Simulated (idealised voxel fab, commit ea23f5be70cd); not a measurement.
A process module follows: voxel self aligned vias.
FYI the section here is cut, 200 nm wide, cells are 5 nm squares.
A cross-section in this document is a grid of square cells, and it is written down as bands, the top band listed before the ones below it; a band is made up of one or more rows of cells.
In this notation a band is specified by the heights of its top and bottom, in that order and in nm, after which its materials appear from left to right, each paired with its width in nm. The word "all across" attached to a single material means that material fills the band from edge to edge; the word "air" stands for empty space.
Counting heights begins at 0, where everything beneath is, in the wafer as received, one material. The lowest band has no bottom; it goes on downwards, as "0 down" shows.
Top row gets the first number, bottom row gets the second, and each row in between changes by the same step: that is how a band width like "30->40" works.
What does "no change" mean for a step? It means no cell of the cross-section changed in that step.
"Sealed void inventory" enumerates empty spaces isolated from the top, with no open way to it, that contain at least 8 cells, giving each as width x height at distance from the left edge, all three in nm.
Text after the settings on a step's line: the simulator's own remark on that step.
overlay nm: where the mask lay relative to plan, measured to the right, on steps with a mask; negatives go left.

[Planned step list for the process]
1. RECEIVE with material Si
2. CONFORMAL_DEP with material SiO2, thk nm 10
3. CONFORMAL_DEP with material SiCN, thk nm 5
4. DIRECTIONAL_DEP with material SiO2, thk nm 20
5. MASKED_ETCH with tone open, mask id LINES, width nm 20, pitch nm 75, etch materials SiO2, depth nm 20, overlay nm 0
6. CONFORMAL_DEP with material TiN, thk nm 5
7. FILL_DEP with material Ru, thk nm 5
8. CMP with height nm 35
9. SELECTIVE_ETCH with etch materials W Ru TiN, depth nm 5
10. FILL_DEP with material SiN, thk nm 5
11. CMP with height nm 35
12. DIRECTIONAL_DEP with material SiO2, thk nm 20
13. MASKED_ETCH with tone open, mask id VIAS, width nm 50, pitch nm 75, etch materials SiO2, depth nm 20, overlay nm 0
14. MASKED_ETCH with tone open, mask id VIAS, width nm 50, pitch nm 75, etch materials SiN, depth nm 5, overlay nm 0
15. CONFORMAL_DEP with material TiN, thk nm 5
16. FILL_DEP with material W, thk nm 5
17. CMP with height nm 55
18. CONFORMAL_DEP with material SiN, thk nm 5
Across this set of wafers, the varied parameter is the width nm of step 5. Starting conditions are identical for every wafer, and the plan reports the value assigned to the first wafer.

[Cross-section of the first incoming wafer of several, state after step 1]
    0 down | Si all across
    Sealed void inventory: none

[Post step 18, the closing step of the module: first of several wafers, cross-sectioned]
    60 to 55 | SiN all across
    55 to 40 | 35 nm SiO2, 5 nm TiN, 40 nm W, 5 nm TiN, 25 nm SiO2, 5 nm TiN, 40 nm W, 5 nm TiN, 40 nm SiO2
    40 to 35 | 35 nm SiO2, 20 nm TiN, 10 nm W, 20 nm TiN, 25 nm SiO2, 20 nm TiN, 10 nm W, 20 nm TiN, 40 nm SiO2
    35 to 30 | 50 nm SiO2, 20 nm TiN, 55 nm SiO2, 20 nm TiN, 55 nm SiO2
    30 to 20 | 50 nm SiO2, 5 nm TiN, 10 nm Ru, 5 nm TiN, 55 nm SiO2, 5 nm TiN, 10 nm Ru, 5 nm TiN, 55 nm SiO2
    20 to 15 | 50 nm SiO2, 20 nm TiN, 55 nm SiO2, 20 nm TiN, 55 nm SiO2
    15 to 10 | SiCN all across
    10 to 0 | SiO2 all across
    0 down | Si all across
    Sealed void inventory: none

[Cross-sectional view, end of module, last wafer of several]
    60 to 55 | SiN all across
    55 to 40 | 35 nm SiO2, 5 nm TiN, 40 nm W, 5 nm TiN, 25 nm SiO2, 5 nm TiN, 40 nm W, 5 nm TiN, 40 nm SiO2
    40 to 35 | 35 nm SiO2, 10 nm TiN, 35 nm W, 5 nm TiN, 25 nm SiO2, 10 nm TiN, 35 nm W, 5 nm TiN, 40 nm SiO2
    35 to 30 | 40 nm SiO2, 45 nm TiN, 30 nm SiO2, 45 nm TiN, 40 nm SiO2
    30 to 20 | 40 nm SiO2, 5 nm TiN, 35 nm Ru, 5 nm TiN, 30 nm SiO2, 5 nm TiN, 35 nm Ru, 5 nm TiN, 40 nm SiO2
    20 to 15 | 40 nm SiO2, 45 nm TiN, 30 nm SiO2, 45 nm TiN, 40 nm SiO2
    15 to 10 | SiCN all across
    10 to 0 | SiO2 all across
    0 down | Si all across
    Sealed void inventory: none

[Tabulated below, wafer by wafer, are the end-of-module results: for each material, the number of cells gained (+) or lost (-) relative to the as-received state, followed by the closed voids]
width nm 20, +8 Ru, +40 SiCN, +40 SiN, +288 SiO2, +52 TiN, +52 W, Sealed void inventory: none
width nm 25, +12 Ru, +40 SiCN, +40 SiN, +280 SiO2, +54 TiN, +54 W, Sealed void inventory: none
width nm 30, +16 Ru, +40 SiCN, +40 SiN, +272 SiO2, +56 TiN, +56 W, Sealed void inventory: none
width nm 35, +20 Ru, +40 SiCN, +40 SiN, +264 SiO2, +58 TiN, +58 W, Sealed void inventory: none
width nm 40, +24 Ru, +40 SiCN, +40 SiN, +256 SiO2, +60 TiN, +60 W, Sealed void inventory: none
width nm 45, +28 Ru, +40 SiCN, +40 SiN, +248 SiO2, +62 TiN, +62 W, Sealed void inventory: none
